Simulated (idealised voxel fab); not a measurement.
process module | voxel ribs on slabs
cross-section cut | 165 nm wide | cells 5 nm
A cross-section is a grid of square cells, given in bands from the top down. A band is one or more rows of cells.
Each band's line starts with the height of the band's top and of its bottom, in nm. Then come its materials from left to right, each with its width in nm. One material with "throughout" fills the band from edge to edge. "air" is empty space.
Height 0 is the level under which the wafer as received is all one material. The lowest band goes on downwards, as in "0 down".
A width such as "30 to 40" changes by the same amount from each row of cells to the next, from the band's top row to its bottom row.
"no change" after a step means that no cell of the cross-section changed.
closed voids: empty space of 8 cells or more with no open way to the top, each as width x height at its distance from the left edge, in nm
after a step's settings: what the simulator itself notes on the step
overlay nm, on a step with a mask: how far to the right of its planned place the mask lay; to the left if negative
plan
1 op RECEIVE | material Si
2 op DIRECTIONAL_DEP | material SiO2 | thk nm 25
3 op DIRECTIONAL_DEP | material SiN | thk nm 15
4 op DIRECTIONAL_DEP | material aC | thk nm 10
5 op PATTERN | tone cover | mask id RIB | material resist | width nm 25 | thk nm 25 | overlay nm 0
6 op DIRECTIONAL_ETCH | etch materials aC | depth nm 10
7 op STRIP | etch materials resist
8 op DIRECTIONAL_ETCH | etch materials SiN | depth nm 10
9 op STRIP | etch materials aC
10 op PATTERN | tone cover | mask id SLAB | material resist | width nm 55 | thk nm 15 | overlay nm 0
11 op DIRECTIONAL_ETCH | etch materials SiN | depth nm 5
12 op STRIP | etch materials resist
13 op FILL_DEP | material SiO2 | thk nm 25
14 op CMP | height nm 55
15 op DIRECTIONAL_DEP | material W | thk nm 10
16 op DIRECTIONAL_DEP | material aC | thk nm 10
17 op PATTERN | tone cover | mask id HEATER | material resist | width nm 35 | thk nm 25 | overlay nm 0
18 op DIRECTIONAL_ETCH | etch materials aC | depth nm 10
19 op STRIP | etch materials resist
20 op DIRECTIONAL_ETCH | etch materials W | depth nm 10
21 op STRIP | etch materials aC
22 op CONFORMAL_DEP | material SiO2 | thk nm 5
as received, after step 1
  0 down: Si throughout
  closed voids: none
a wafer at the end: this start, this plan, one mistake
  65 to 55: air 65 | W 35 | air 65
  55 to 40: SiO2 throughout
  40 to 30: SiO2 70 | SiN 25 | SiO2 70
  30 to 25: SiO2 55 | SiN 55 | SiO2 55
  25 to 0: SiO2 throughout
  0 down: Si throughout
  closed voids: none
what went wrong: step 22 was left out
